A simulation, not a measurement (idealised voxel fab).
process module | voxel trench capacitor
cross-section cut | 290 nm wide | cells 5 nm
A cross-section is a grid of square cells, given in bands from the top down. A band is one or more rows of cells.
Each band's line starts with the height of the band's top and of its bottom, in nm. Then come its materials from left to right, each with its width in nm. One material with "throughout" fills the band from edge to edge. "air" is empty space.
Height 0 is the level under which the wafer as received is all one material. The lowest band goes on downwards, as in "0 down".
A width such as "30 to 40" changes by the same amount from each row of cells to the next, from the band's top row to its bottom row.
"no change" after a step means that no cell of the cross-section changed.
closed voids: empty space of 8 cells or more with no open way to the top, each as width x height at its distance from the left edge, in nm
after a step's settings: what the simulator itself notes on the step
overlay nm, on a step with a mask: how far to the right of its planned place the mask lay; to the left if negative
plan
1 op RECEIVE | material Si
2 op CONFORMAL_DEP | material SiN | thk nm 5
3 op DIRECTIONAL_DEP | material aC | thk nm 15
4 op PATTERN | tone open | mask id TRENCH | material resist | width nm 20 | pitch nm 35 | thk nm 30 | overlay nm 0
5 op DIRECTIONAL_ETCH | etch materials aC | depth nm 15
6 op STRIP | etch materials resist
7 op DIRECTIONAL_ETCH | etch materials SiN | depth nm 5
8 op DIRECTIONAL_ETCH | etch materials Si | depth nm 30
9 op STRIP | etch materials aC
10 op CONFORMAL_DEP | material Al2O3 | thk nm 5
11 op FILL_DEP | material polySi | thk nm 10
12 op CMP | height nm 5
as received, after step 1
  0 down: Si throughout
  closed voids: none
a wafer at the end: this start, this plan, one mistake
  5 to 0: polySi 110 | Al2O3 5 | SiN 20 | Al2O3 5 | polySi 5 | Al2O3 5 | SiN 20 | Al2O3 5 | polySi 115
  0 to -25: polySi 110 | Al2O3 5 | Si 20 | Al2O3 5 | polySi 5 | Al2O3 5 | Si 20 | Al2O3 5 | polySi 115
  -25 to -30: Al2O3 115 | Si 20 | Al2O3 15 | Si 20 | Al2O3 120
  -30 down: Si throughout
  closed voids: none
what went wrong: step 4 ran as: op PATTERN | tone cover | mask id TRENCH | material resist | width nm 20 | pitch nm 35 | thk nm 30 | overlay nm 0
